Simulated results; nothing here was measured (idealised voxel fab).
process module | voxel lift off
cross-section cut | 180 nm wide | cells 5 nm
A cross-section is a grid of square cells, given in bands from the top down. A band is one or more rows of cells.
Each band's line starts with the height of the band's top and of its bottom, in nm. Then come its materials from left to right, each with its width in nm. One material with "throughout" fills the band from edge to edge. "air" is empty space.
Height 0 is the level under which the wafer as received is all one material. The lowest band goes on downwards, as in "0 down".
A width such as "30 to 40" changes by the same amount from each row of cells to the next, from the band's top row to its bottom row.
"no change" after a step means that no cell of the cross-section changed.
closed voids: empty space of 8 cells or more with no open way to the top, each as width x height at its distance from the left edge, in nm
after a step's settings: what the simulator itself notes on the step
overlay nm, on a step with a mask: how far to the right of its planned place the mask lay; to the left if negative
plan
1 op RECEIVE | material Si
2 op CONFORMAL_DEP | material SiO2 | thk nm 5
3 op PATTERN | tone open | mask id LINES | material resist | width nm 15 | pitch nm 35 | thk nm 15 | overlay nm 0
4 op DIRECTIONAL_DEP | material Ru | thk nm 5
5 op STRIP | etch materials resist
6 op CONFORMAL_DEP | material SiO2 | thk nm 10
varied across the wafers: thk nm of step 2. The plan shows the first wafer's value. All wafers start alike
first wafer as received, after step 1
  0 down: Si throughout
  closed voids: none
first wafer at the end, after step 6
  20 to 15: air 35 | SiO2 105 | air 40
  15 to 10: SiO2 throughout
  10 to 5: SiO2 45 | Ru 15 | SiO2 20 | Ru 15 | SiO2 20 | Ru 15 | SiO2 50
  5 to 0: SiO2 throughout
  0 down: Si throughout
  closed voids: none
last wafer at the end
  40 to 35: air 35 | SiO2 105 | air 40
  35 to 30: SiO2 throughout
  30 to 25: SiO2 45 | Ru 15 | SiO2 20 | Ru 15 | SiO2 20 | Ru 15 | SiO2 50
  25 to 0: SiO2 throughout
  0 down: Si throughout
  closed voids: none
each wafer at the end: cells of each material gained (+) or lost (-) since it was received, then its closed voids
thk nm 5 | +9 Ru | +120 SiO2 | closed voids: none
thk nm 10 | +9 Ru | +156 SiO2 | closed voids: none
thk nm 15 | +9 Ru | +192 SiO2 | closed voids: none
thk nm 20 | +9 Ru | +228 SiO2 | closed voids: none
thk nm 25 | +9 Ru | +264 SiO2 | closed voids: none
